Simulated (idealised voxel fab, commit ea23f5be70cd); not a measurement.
process module | voxel air gaps
cross-section cut | 205 nm wide | cells 5 nm
A cross-section is a grid of square cells, given in bands from the top down. A band is one or more rows of cells.
Each band's line starts with the height of the band's top and of its bottom, in nm. Then come its materials from left to right, each with its width in nm. One material with "throughout" fills the band from edge to edge. "air" is empty space.
Height 0 is the level under which the wafer as received is all one material. The lowest band goes on downwards, as in "0 down".
A width such as "30 to 40" changes by the same amount from each row of cells to the next, from the band's top row to its bottom row.
"no change" after a step means that no cell of the cross-section changed.
closed voids: empty space of 8 cells or more with no open way to the top, each as width x height at its distance from the left edge, in nm
after a step's settings: what the simulator itself notes on the step
overlay nm, on a step with a mask: how far to the right of its planned place the mask lay; to the left if negative
plan
1 op RECEIVE | material Si
2 op CONFORMAL_DEP | material SiO2 | thk nm 10
3 op CONFORMAL_DEP | material SiN | thk nm 5
4 op DIRECTIONAL_DEP | material SiO2 | thk nm 35
5 op PATTERN | tone open | mask id LINES | material resist | width nm 25 | pitch nm 55 | thk nm 20 | overlay nm 0
6 op DIRECTIONAL_ETCH | etch materials SiO2 | depth nm 35
7 op STRIP | etch materials resist
8 op CONFORMAL_DEP | material TiN | thk nm 5
9 op FILL_DEP | material Ru | thk nm 5
10 op CMP | height nm 50
11 op EPI | material Ru | thk nm 10
12 op SELECTIVE_ETCH | etch materials SiO2 | depth nm 45
13 op CONFORMAL_DEP | material SiCN | thk nm 5
first wafer, as planned
as received, after step 1
  0 down: Si throughout
  closed voids: none
after step 2
  10 to 0: SiO2 throughout
  below 0: unchanged
after step 3
  15 to 10: SiN throughout
  below 10: unchanged
after step 4
  50 to 15: SiO2 throughout
  below 15: unchanged
after step 5
  70 to 50: resist 35 | air 25 | resist 30 | air 25 | resist 30 | air 25 | resist 35
  below 50: unchanged
after step 6
  70 to 50: resist 35 | air 25 | resist 30 | air 25 | resist 30 | air 25 | resist 35
  50 to 15: SiO2 35 | air 25 | SiO2 30 | air 25 | SiO2 30 | air 25 | SiO2 35
  below 15: unchanged
after step 7
  50 to 15: SiO2 35 | air 25 | SiO2 30 | air 25 | SiO2 30 | air 25 | SiO2 35
  below 15: unchanged
after step 8
  55 to 50: TiN 40 | air 15 | TiN 40 | air 15 | TiN 40 | air 15 | TiN 40
  50 to 20: SiO2 35 | TiN 5 | air 15 | TiN 5 | SiO2 30 | TiN 5 | air 15 | TiN 5 | SiO2 30 | TiN 5 | air 15 | TiN 5 | SiO2 35
  20 to 15: SiO2 35 | TiN 25 | SiO2 30 | TiN 25 | SiO2 30 | TiN 25 | SiO2 35
  below 15: unchanged
after step 9
  60 to 55: Ru throughout
  55 to 50: TiN 40 | Ru 15 | TiN 40 | Ru 15 | TiN 40 | Ru 15 | TiN 40
  50 to 20: SiO2 35 | TiN 5 | Ru 15 | TiN 5 | SiO2 30 | TiN 5 | Ru 15 | TiN 5 | SiO2 30 | TiN 5 | Ru 15 | TiN 5 | SiO2 35
  below 20: unchanged
after step 10
  50 to 20: SiO2 35 | TiN 5 | Ru 15 | TiN 5 | SiO2 30 | TiN 5 | Ru 15 | TiN 5 | SiO2 30 | TiN 5 | Ru 15 | TiN 5 | SiO2 35
  below 20: unchanged
after step 11
  60 to 50: air 25 | Ru 45 | air 10 | Ru 45 | air 10 | Ru 45 | air 25
  below 50: unchanged
after step 12
  60 to 50: air 25 | Ru 45 | air 10 | Ru 45 | air 10 | Ru 45 | air 25
  50 to 20: air 35 | TiN 5 | Ru 15 | TiN 5 | air 30 | TiN 5 | Ru 15 | TiN 5 | air 30 | TiN 5 | Ru 15 | TiN 5 | air 35
  20 to 15: air 35 | TiN 25 | air 30 | TiN 25 | air 30 | TiN 25 | air 35
  below 15: unchanged
after step 13
  65 to 60: air 20 | SiCN 165 | air 20
  60 to 50: air 20 | SiCN 5 | Ru 45 | SiCN 10 | Ru 45 | SiCN 10 | Ru 45 | SiCN 5 | air 20
  50 to 45: air 20 | SiCN 15 | TiN 5 | Ru 15 | TiN 5 | SiCN 30 | TiN 5 | Ru 15 | TiN 5 | SiCN 30 | TiN 5 | Ru 15 | TiN 5 | SiCN 15 | air 20
  45 to 20: air 30 | SiCN 5 | TiN 5 | Ru 15 | TiN 5 | SiCN 5 | air 20 | SiCN 5 | TiN 5 | Ru 15 | TiN 5 | SiCN 5 | air 20 | SiCN 5 | TiN 5 | Ru 15 | TiN 5 | SiCN 5 | air 30
  20 to 15: SiCN 35 | TiN 25 | SiCN 30 | TiN 25 | SiCN 30 | TiN 25 | SiCN 35
  below 15: unchanged
  closed voids: 20 x 25 at 65; 20 x 25 at 120
second wafer: like start, like plan, one mistake. Through step 2 it matches the first wafer
when step 3 should have ended: no change
when step 4 should have ended
  45 to 0: SiO2 throughout
  below 0: unchanged
when step 5 should have ended
  65 to 45: resist 35 | air 25 | resist 30 | air 25 | resist 30 | air 25 | resist 35
  below 45: unchanged
when step 6 should have ended
  65 to 45: resist 35 | air 25 | resist 30 | air 25 | resist 30 | air 25 | resist 35
  45 to 10: SiO2 35 | air 25 | SiO2 30 | air 25 | SiO2 30 | air 25 | SiO2 35
  below 10: unchanged
when step 7 should have ended
  45 to 10: SiO2 35 | air 25 | SiO2 30 | air 25 | SiO2 30 | air 25 | SiO2 35
  below 10: unchanged
when step 8 should have ended
  50 to 45: TiN 40 | air 15 | TiN 40 | air 15 | TiN 40 | air 15 | TiN 40
  45 to 15: SiO2 35 | TiN 5 | air 15 | TiN 5 | SiO2 30 | TiN 5 | air 15 | TiN 5 | SiO2 30 | TiN 5 | air 15 | TiN 5 | SiO2 35
  15 to 10: SiO2 35 | TiN 25 | SiO2 30 | TiN 25 | SiO2 30 | TiN 25 | SiO2 35
  below 10: unchanged
when step 9 should have ended
  55 to 50: Ru throughout
  50 to 45: TiN 40 | Ru 15 | TiN 40 | Ru 15 | TiN 40 | Ru 15 | TiN 40
  45 to 15: SiO2 35 | TiN 5 | Ru 15 | TiN 5 | SiO2 30 | TiN 5 | Ru 15 | TiN 5 | SiO2 30 | TiN 5 | Ru 15 | TiN 5 | SiO2 35
  below 15: unchanged
when step 10 should have ended
  50 to 45: TiN 40 | Ru 15 | TiN 40 | Ru 15 | TiN 40 | Ru 15 | TiN 40
  below 45: unchanged
when step 11 should have ended
  60 to 50: Ru throughout
  below 50: unchanged
when step 12 should have ended: no change
when step 13 should have ended
  65 to 60: SiCN throughout
  below 60: unchanged
what went wrong: step 3 was left out
at the end the second wafer has, in cells: 37 more of Ru | 78 fewer of SiCN | 41 fewer of SiN | 182 more of SiO2 | 32 more of TiN
closed voids at the end (first wafer, second wafer): 2, 0
